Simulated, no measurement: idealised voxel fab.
Proc. module: voxel double patterning
The width of the displayed cross-section, cut, is 295 nm; its cells are square, with a size of 5 nm.
Cross-section, as written here: a square-cell grid given band by band from the top down, where a band holds one or more rows of cells. In this notation a band is specified by the heights of its top and bottom, in that order and in nm, after which its materials appear from left to right, each paired with its width in nm. The word "all across" attached to a single material means that material fills the band from edge to edge; the word "air" stands for empty space. A quick word on heights: they are counted from 0, and under that level the wafer as it came to us is one material throughout. The lowest band is different from the rest in having no bottom; it simply continues downward, written as in "0..down". Read "30..40" as a graded width: first number on top, second number at the bottom, same change between each pair of neighbouring rows. Key: "no alterations made" - step with no changed cell in the cross-section. Empty spaces counting at least 8 cells and having no open way to the top are listed in "Voids, fully enclosed". The notation width x height at distance is used for each, the distance being from the left edge and all three values in nm. On each step's line, the part that comes after the settings is the simulator's own comment on the step. The "overlay nm" setting may appear on a step's line; for a step that uses a mask, it gives how far to the right of its planned position the mask lay, and a negative value indicates the left.
**Steps planned for the process**
step 1: RECEIVE [material Si]
step 2: CONFORMAL_DEP [material SiO2] [thk nm 5]
step 3: DIRECTIONAL_DEP [material W] [thk nm 10]
step 4: DIRECTIONAL_DEP [material SiCN] [thk nm 10]
step 5: DIRECTIONAL_DEP [material aC] [thk nm 15]
step 6: PATTERN [tone open] [mask id FIRST] [material resist] [width nm 15] [pitch nm 50] [thk nm 35] [overlay nm 0]
step 7: DIRECTIONAL_ETCH [etch materials aC] [depth nm 15]
step 8: STRIP [etch materials resist]
step 9: DIRECTIONAL_ETCH [etch materials SiCN] [depth nm 10]
step 10: STRIP [etch materials aC]
step 11: MASKED_ETCH [tone open] [mask id SECOND] [width nm 15] [etch materials SiCN] [depth nm 10] [overlay nm 0]
step 12: DIRECTIONAL_ETCH [etch materials W] [depth nm 10]
step 13: STRIP [etch materials SiCN]
**First wafer of two (run as planned)**
**Here's what the wafer looked like in cross-section when it arrived - that's after step 1**
	0..down  Si all across
	Voids, fully enclosed: none
**So this is the wafer cross-section right after step 2**
	5..0  SiO2 all across
	Everything under 0 stays put, no change at all.
**So this is the wafer cross-section right after step 3**
	15..5  W all across
	Everything under 5 stays put, no change at all.
**So this is the wafer cross-section right after step 4**
	25..15  SiCN all across
	Everything under 15 stays put, no change at all.
**So this is the wafer cross-section right after step 5**
	40..25  aC all across
	Everything under 25 stays put, no change at all.
**So this is the wafer cross-section right after step 6**
	75..40  resist 115 | air 15 | resist 35 | air 15 | resist 115
	Everything under 40 stays put, no change at all.
**So this is the wafer cross-section right after step 7**
	60..40  resist 115 | air 15 | resist 35 | air 15 | resist 115
	40..25  aC 115 | air 15 | aC 35 | air 15 | aC 115
	Everything under 25 stays put, no change at all.
**So this is the wafer cross-section right after step 8**
	40..25  aC 115 | air 15 | aC 35 | air 15 | aC 115
	Everything under 25 stays put, no change at all.
**So this is the wafer cross-section right after step 9**
	40..25  aC 115 | air 15 | aC 35 | air 15 | aC 115
	25..15  SiCN 115 | air 15 | SiCN 35 | air 15 | SiCN 115
	Everything under 15 stays put, no change at all.
**So this is the wafer cross-section right after step 10**
	25..15  SiCN 115 | air 15 | SiCN 35 | air 15 | SiCN 115
	Everything under 15 stays put, no change at all.
**So this is the wafer cross-section right after step 11**
	25..15  SiCN 115 | air 15 | SiCN 10 | air 15 | SiCN 10 | air 15 | SiCN 115
	Everything under 15 stays put, no change at all.
**So this is the wafer cross-section right after step 12**
	25..15  SiCN 115 | air 15 | SiCN 10 | air 15 | SiCN 10 | air 15 | SiCN 115
	15..5  W 115 | air 15 | W 10 | air 15 | W 10 | air 15 | W 115
	Everything under 5 stays put, no change at all.
**So this is the wafer cross-section right after step 13**
	15..5  W 115 | air 15 | W 10 | air 15 | W 10 | air 15 | W 115
	Everything under 5 stays put, no change at all.
**Notes, second wafer: start = first wafer's, plan = first wafer's, execution had one mistake; history identical to first through step 6**
**The second wafer in cross-section, at the planned close of step 7**
	45..40  resist 115 | air 15 | resist 35 | air 15 | resist 115
	40..25  aC 115 | air 15 | aC 35 | air 15 | aC 115
	Everything under 25 stays put, no change at all.
**The second wafer in cross-section, at the planned close of step 8**
	40..25  aC 115 | air 15 | aC 35 | air 15 | aC 115
	Everything under 25 stays put, no change at all.
**The second wafer in cross-section, at the planned close of step 9**
	40..25  aC 115 | air 15 | aC 35 | air 15 | aC 115
	25..15  SiCN 115 | air 15 | SiCN 35 | air 15 | SiCN 115
	Everything under 15 stays put, no change at all.
**The second wafer in cross-section, at the planned close of step 10**
	25..15  SiCN 115 | air 15 | SiCN 35 | air 15 | SiCN 115
	Everything under 15 stays put, no change at all.
**The second wafer in cross-section, at the planned close of step 11**
	25..15  SiCN 115 | air 15 | SiCN 10 | air 15 | SiCN 10 | air 15 | SiCN 115
	Everything under 15 stays put, no change at all.
**The second wafer in cross-section, at the planned close of step 12**
	25..15  SiCN 115 | air 15 | SiCN 10 | air 15 | SiCN 10 | air 15 | SiCN 115
	15..5  W 115 | air 15 | W 10 | air 15 | W 10 | air 15 | W 115
	Everything under 5 stays put, no change at all.
**The second wafer in cross-section, at the planned close of step 13**
	15..5  W 115 | air 15 | W 10 | air 15 | W 10 | air 15 | W 115
	Everything under 5 stays put, no change at all.
Here's what went sideways: the plan's step 7 ran twice
Given identical final cross-sections on the two wafers, the mistake has no effect on any quantity computed by this model.
